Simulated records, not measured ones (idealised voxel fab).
process module | voxel self aligned contacts
Cross-sectional view cut (width: 230 nm; square cell size: 5 nm).
How to read a cross-section here: the picture is a grid of square cells, written as bands going from the top down, and any band can span one or more rows of cells. Top height, bottom height, nm. Materials left to right, width each, nm. Single material + "all across" = fills band edge to edge. "blank" = empty. Heads up on the height convention: 0 is the point under which the incoming wafer is all one material, and the lowest band has no bottom, it just keeps going down, like "0 -> down". It should be noted that a width expressed as "30 to 40" varies in equal increments from row to row of cells within the band, taking the value of the first number at the top row and that of the second number at the bottom row. Key: "nothing changed" - step with no changed cell in the cross-section. This entry, "Closed void table", enumerates those empty regions of no fewer than 8 cells that possess no open connection to the top. Each region is reported in the form width x height at distance, the distance being taken from the left edge, with all three quantities expressed in nm. It should be noted that, on the line of a given step, the content following the step's settings is a remark produced by the simulator itself with respect to that step. overlay nm: step with mask; distance mask lay right of planned place; negative value = left of planned place.
### Listed below are the process steps as planned
1) RECEIVE,material Si
2) OXIDIZE,depth nm 5
3) DIRECTIONAL_DEP,material polySi,thk nm 25
4) DIRECTIONAL_DEP,material SiN,thk nm 15
5) MASKED_ETCH,tone cover,mask id GATE,width nm 30,pitch nm 65,etch materials SiN,depth nm 15,overlay nm 0
6) MASKED_ETCH,tone cover,mask id GATE,width nm 30,pitch nm 65,etch materials polySi,depth nm 25,overlay nm 0
7) CONFORMAL_DEP,material SiN,thk nm 5
8) DIRECTIONAL_ETCH,etch materials SiN,depth nm 5
9) FILL_DEP,material SiO2,thk nm 20
10) CMP,height nm 50
11) MASKED_ETCH,tone open,mask id CONTACT,width nm 45,pitch nm 65,etch materials SiO2,depth nm 55,overlay nm 0
12) CONFORMAL_DEP,material TiN,thk nm 5
13) FILL_DEP,material Ru,thk nm 5
14) CMP,height nm 50
15) CONFORMAL_DEP,material SiCN,thk nm 5
### First wafer, two in total, run as planned
### Incoming wafer in cross-section (state: after step 1)
0 -> down | Si all across
Closed void table: none
### Step 2 complete: cross-section through the wafer
0 -> -5 | SiO2 all across
Heights below -5 show no change.
### Step 3 complete: cross-section through the wafer
25 -> 0 | polySi all across
Heights below 0 show no change.
### Step 4 complete: cross-section through the wafer
40 -> 25 | SiN all across
Heights below 25 show no change.
### Step 5 complete: cross-section through the wafer
40 -> 25 | blank=35 | SiN=30 | blank=35 | SiN=30 | blank=35 | SiN=30 | blank=35
Heights below 25 show no change.
### Step 6 complete: cross-section through the wafer
40 -> 25 | blank=35 | SiN=30 | blank=35 | SiN=30 | blank=35 | SiN=30 | blank=35
25 -> 0 | blank=35 | polySi=30 | blank=35 | polySi=30 | blank=35 | polySi=30 | blank=35
Heights below 0 show no change.
### Step 7 complete: cross-section through the wafer
45 -> 25 | blank=30 | SiN=40 | blank=25 | SiN=40 | blank=25 | SiN=40 | blank=30
25 -> 5 | blank=30 | SiN=5 | polySi=30 | SiN=5 | blank=25 | SiN=5 | polySi=30 | SiN=5 | blank=25 | SiN=5 | polySi=30 | SiN=5 | blank=30
5 -> 0 | SiN=35 | polySi=30 | SiN=35 | polySi=30 | SiN=35 | polySi=30 | SiN=35
Heights below 0 show no change.
### Step 8 complete: cross-section through the wafer
40 -> 25 | blank=30 | SiN=40 | blank=25 | SiN=40 | blank=25 | SiN=40 | blank=30
25 -> 0 | blank=30 | SiN=5 | polySi=30 | SiN=5 | blank=25 | SiN=5 | polySi=30 | SiN=5 | blank=25 | SiN=5 | polySi=30 | SiN=5 | blank=30
Heights below 0 show no change.
### Step 9 complete: cross-section through the wafer
60 -> 40 | SiO2 all across
40 -> 25 | SiO2=30 | SiN=40 | SiO2=25 | SiN=40 | SiO2=25 | SiN=40 | SiO2=30
25 -> 0 | SiO2=30 | SiN=5 | polySi=30 | SiN=5 | SiO2=25 | SiN=5 | polySi=30 | SiN=5 | SiO2=25 | SiN=5 | polySi=30 | SiN=5 | SiO2=30
Heights below 0 show no change.
### Step 10 complete: cross-section through the wafer
50 -> 40 | SiO2 all across
Heights below 40 show no change.
### Step 11 complete: cross-section through the wafer
50 -> 40 | SiO2=60 | blank=45 | SiO2=20 | blank=45 | SiO2=60
40 -> 25 | SiO2=30 | SiN=40 | blank=25 | SiN=40 | blank=25 | SiN=40 | SiO2=30
25 -> 0 | SiO2=30 | SiN=5 | polySi=30 | SiN=5 | blank=25 | SiN=5 | polySi=30 | SiN=5 | blank=25 | SiN=5 | polySi=30 | SiN=5 | SiO2=30
0 -> -5 | SiO2=70 | blank=25 | SiO2=40 | blank=25 | SiO2=70
Heights below -5 show no change.
### Step 12 complete: cross-section through the wafer
55 -> 50 | TiN=65 | blank=35 | TiN=30 | blank=35 | TiN=65
50 -> 40 | SiO2=60 | TiN=5 to 15 | blank=35 to 15 | TiN=5 to 15 | SiO2=20 | TiN=5 to 15 | blank=35 to 15 | TiN=5 to 15 | SiO2=60
40 -> 25 | SiO2=30 | SiN=40 | TiN=5 | blank=15 | TiN=5 | SiN=40 | TiN=5 | blank=15 | TiN=5 | SiN=40 | SiO2=30
25 -> 0 | SiO2=30 | SiN=5 | polySi=30 | SiN=5 | TiN=5 | blank=15 | TiN=5 | SiN=5 | polySi=30 | SiN=5 | TiN=5 | blank=15 | TiN=5 | SiN=5 | polySi=30 | SiN=5 | SiO2=30
0 -> -5 | SiO2=70 | TiN=25 | SiO2=40 | TiN=25 | SiO2=70
Heights below -5 show no change.
### Step 13 complete: cross-section through the wafer
60 -> 55 | Ru all across
55 -> 50 | TiN=65 | Ru=35 | TiN=30 | Ru=35 | TiN=65
50 -> 40 | SiO2=60 | TiN=5 to 15 | Ru=35 to 15 | TiN=5 to 15 | SiO2=20 | TiN=5 to 15 | Ru=35 to 15 | TiN=5 to 15 | SiO2=60
40 -> 25 | SiO2=30 | SiN=40 | TiN=5 | Ru=15 | TiN=5 | SiN=40 | TiN=5 | Ru=15 | TiN=5 | SiN=40 | SiO2=30
25 -> 0 | SiO2=30 | SiN=5 | polySi=30 | SiN=5 | TiN=5 | Ru=15 | TiN=5 | SiN=5 | polySi=30 | SiN=5 | TiN=5 | Ru=15 | TiN=5 | SiN=5 | polySi=30 | SiN=5 | SiO2=30
Heights below 0 show no change.
### Step 14 complete: cross-section through the wafer
50 -> 40 | SiO2=60 | TiN=5 to 15 | Ru=35 to 15 | TiN=5 to 15 | SiO2=20 | TiN=5 to 15 | Ru=35 to 15 | TiN=5 to 15 | SiO2=60
Heights below 40 show no change.
### Step 15 complete: cross-section through the wafer
55 -> 50 | SiCN all across
Heights below 50 show no change.
### Second wafer, same starting state and plan as the first, one mistake in the run, identical through step 2
### The second wafer cut through, at the time step 3 was supposed to be finished
50 -> 0 | polySi all across
Heights below 0 show no change.
### The second wafer cut through, at the time step 4 was supposed to be finished
65 -> 50 | SiN all across
Heights below 50 show no change.
### The second wafer cut through, at the time step 5 was supposed to be finished
65 -> 50 | blank=35 | SiN=30 | blank=35 | SiN=30 | blank=35 | SiN=30 | blank=35
Heights below 50 show no change.
### The second wafer cut through, at the time step 6 was supposed to be finished
65 -> 50 | blank=35 | SiN=30 | blank=35 | SiN=30 | blank=35 | SiN=30 | blank=35
50 -> 25 | blank=35 | polySi=30 | blank=35 | polySi=30 | blank=35 | polySi=30 | blank=35
Heights below 25 show no change.
### The second wafer cut through, at the time step 7 was supposed to be finished
70 -> 50 | blank=30 | SiN=40 | blank=25 | SiN=40 | blank=25 | SiN=40 | blank=30
50 -> 30 | blank=30 | SiN=5 | polySi=30 | SiN=5 | blank=25 | SiN=5 | polySi=30 | SiN=5 | blank=25 | SiN=5 | polySi=30 | SiN=5 | blank=30
30 -> 25 | SiN=35 | polySi=30 | SiN=35 | polySi=30 | SiN=35 | polySi=30 | SiN=35
Heights below 25 show no change.
### The second wafer cut through, at the time step 8 was supposed to be finished
65 -> 50 | blank=30 | SiN=40 | blank=25 | SiN=40 | blank=25 | SiN=40 | blank=30
50 -> 25 | blank=30 | SiN=5 | polySi=30 | SiN=5 | blank=25 | SiN=5 | polySi=30 | SiN=5 | blank=25 | SiN=5 | polySi=30 | SiN=5 | blank=30
Heights below 25 show no change.
### The second wafer cut through, at the time step 9 was supposed to be finished
85 -> 65 | SiO2 all across
65 -> 50 | SiO2=30 | SiN=40 | SiO2=25 | SiN=40 | SiO2=25 | SiN=40 | SiO2=30
50 -> 25 | SiO2=30 | SiN=5 | polySi=30 | SiN=5 | SiO2=25 | SiN=5 | polySi=30 | SiN=5 | SiO2=25 | SiN=5 | polySi=30 | SiN=5 | SiO2=30
Heights below 25 show no change.
### The second wafer cut through, at the time step 10 was supposed to be finished
50 -> 25 | SiO2=30 | SiN=5 | polySi=30 | SiN=5 | SiO2=25 | SiN=5 | polySi=30 | SiN=5 | SiO2=25 | SiN=5 | polySi=30 | SiN=5 | SiO2=30
Heights below 25 show no change.
### The second wafer cut through, at the time step 11 was supposed to be finished
50 -> 25 | SiO2=30 | SiN=5 | polySi=30 | SiN=5 | blank=25 | SiN=5 | polySi=30 | SiN=5 | blank=25 | SiN=5 | polySi=30 | SiN=5 | SiO2=30
Heights below 25 show no change.
### The second wafer cut through, at the time step 12 was supposed to be finished
55 -> 50 | TiN=75 | blank=15 | TiN=50 | blank=15 | TiN=75
50 -> 30 | SiO2=30 | SiN=5 | polySi=30 | SiN=5 | TiN=5 | blank=15 | TiN=5 | SiN=5 | polySi=30 | SiN=5 | TiN=5 | blank=15 | TiN=5 | SiN=5 | polySi=30 | SiN=5 | SiO2=30
30 -> 25 | SiO2=30 | SiN=5 | polySi=30 | SiN=5 | TiN=25 | SiN=5 | polySi=30 | SiN=5 | TiN=25 | SiN=5 | polySi=30 | SiN=5 | SiO2=30
Heights below 25 show no change.
### The second wafer cut through, at the time step 13 was supposed to be finished
60 -> 55 | Ru all across
55 -> 50 | TiN=75 | Ru=15 | TiN=50 | Ru=15 | TiN=75
50 -> 30 | SiO2=30 | SiN=5 | polySi=30 | SiN=5 | TiN=5 | Ru=15 | TiN=5 | SiN=5 | polySi=30 | SiN=5 | TiN=5 | Ru=15 | TiN=5 | SiN=5 | polySi=30 | SiN=5 | SiO2=30
Heights below 30 show no change.
### The second wafer cut through, at the time step 14 was supposed to be finished
50 -> 30 | SiO2=30 | SiN=5 | polySi=30 | SiN=5 | TiN=5 | Ru=15 | TiN=5 | SiN=5 | polySi=30 | SiN=5 | TiN=5 | Ru=15 | TiN=5 | SiN=5 | polySi=30 | SiN=5 | SiO2=30
Heights below 30 show no change.
### The second wafer cut through, at the time step 15 was supposed to be finished
55 -> 50 | SiCN all across
Heights below 50 show no change.
what went wrong: step 3 of the plan was performed twice
FYI, end of process, the second wafer has more or fewer cells of some materials than the first: -44 Ru, -72 SiN, -82 SiO2, -32 TiN, +230 polySi
